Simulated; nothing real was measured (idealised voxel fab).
Herein follows the process module entitled voxel local oxidation.
The cross-section shown here is cut; it is 285 nm wide and divided into square cells measuring 5 nm on a side.
A cross-section is a grid of square cells, given in bands from the top down. A band is one or more rows of cells. Quick guide to a band line: top height, bottom height (nm) up front; then every material left to right with its width in nm. Only one material and it's marked "throughout"? Then it fills the band edge to edge. And "air" just means empty space. The level at which height equals 0 is the one under which the wafer, as it arrives, is entirely one material. No lower edge exists for the bottom band, which continues downward and is notated as in "0..down". Quick explanation for "30 to 40": the width changes in equal steps down the rows of cells, from the first number in the band's top row to the second number in its bottom row. "nothing different", as given for a step, is the statement that not any cell of the cross-section underwent a change during that step. The entry "Closed cavity list" lists the empty spaces that cover at least 8 cells and have no open path to the top. Each is written as width x height at distance, where the distance is measured from the left edge and all three values are in nm. The remark found on a step's line after its settings is issued by the simulator itself and pertains to that step. overlay nm: mask right of planned place by this much (step with mask). Neg. = left.
The process steps that were planned are listed below:
1,RECEIVE with material Si
2,OXIDIZE with depth nm 5
3,CONFORMAL_DEP with material SiN, thk nm 10
4,DIRECTIONAL_DEP with material aC, thk nm 10
5,PATTERN with tone cover, mask id ACTIVE, material resist, width nm 100, thk nm 25, overlay nm -15
6,DIRECTIONAL_ETCH with etch materials aC, depth nm 10
7,STRIP with etch materials resist
8,DIRECTIONAL_ETCH with etch materials SiN, depth nm 10
9,STRIP with etch materials aC
10,SELECTIVE_ETCH with etch materials SiO2, depth nm 5
11,OXIDIZE with depth nm 10
12,STRIP with etch materials SiN
The value of overlay nm given for step 5 in the plan refers to the first wafer; the wafers vary in this setting and are alike at the start.
Cross-section, first of several wafers, as delivered after step 1:
- 0..down  Si throughout
- Closed cavity list: none
Take a look at the first of several wafers in cross-section: the module is done, and step 12 was its last step:
- 0..-5  air 80; SiO2 90; air 115
- -5..-15  SiO2 90; Si 70; SiO2 125
- -15..down  Si throughout
- Closed cavity list: none
last wafer at the end:
- 0..-5  air 110; SiO2 90; air 85
- -5..-15  SiO2 120; Si 70; SiO2 95
- -15..down  Si throughout
- Closed cavity list: none
Note: the following table is arranged by wafer, a row apiece. Each row reports the end-of-module state: per material, cells gained (+) or cells lost (-) compared with the wafer as received; closed voids follow:
overlay nm -15; -143 Si; +104 SiO2; Closed cavity list: none
overlay nm -10; -143 Si; +104 SiO2; Closed cavity list: none
overlay nm -5; -143 Si; +104 SiO2; Closed cavity list: none
overlay nm 0; -143 Si; +104 SiO2; Closed cavity list: none
overlay nm 5; -143 Si; +104 SiO2; Closed cavity list: none
overlay nm 10; -143 Si; +104 SiO2; Closed cavity list: none
overlay nm 15; -143 Si; +104 SiO2; Closed cavity list: none
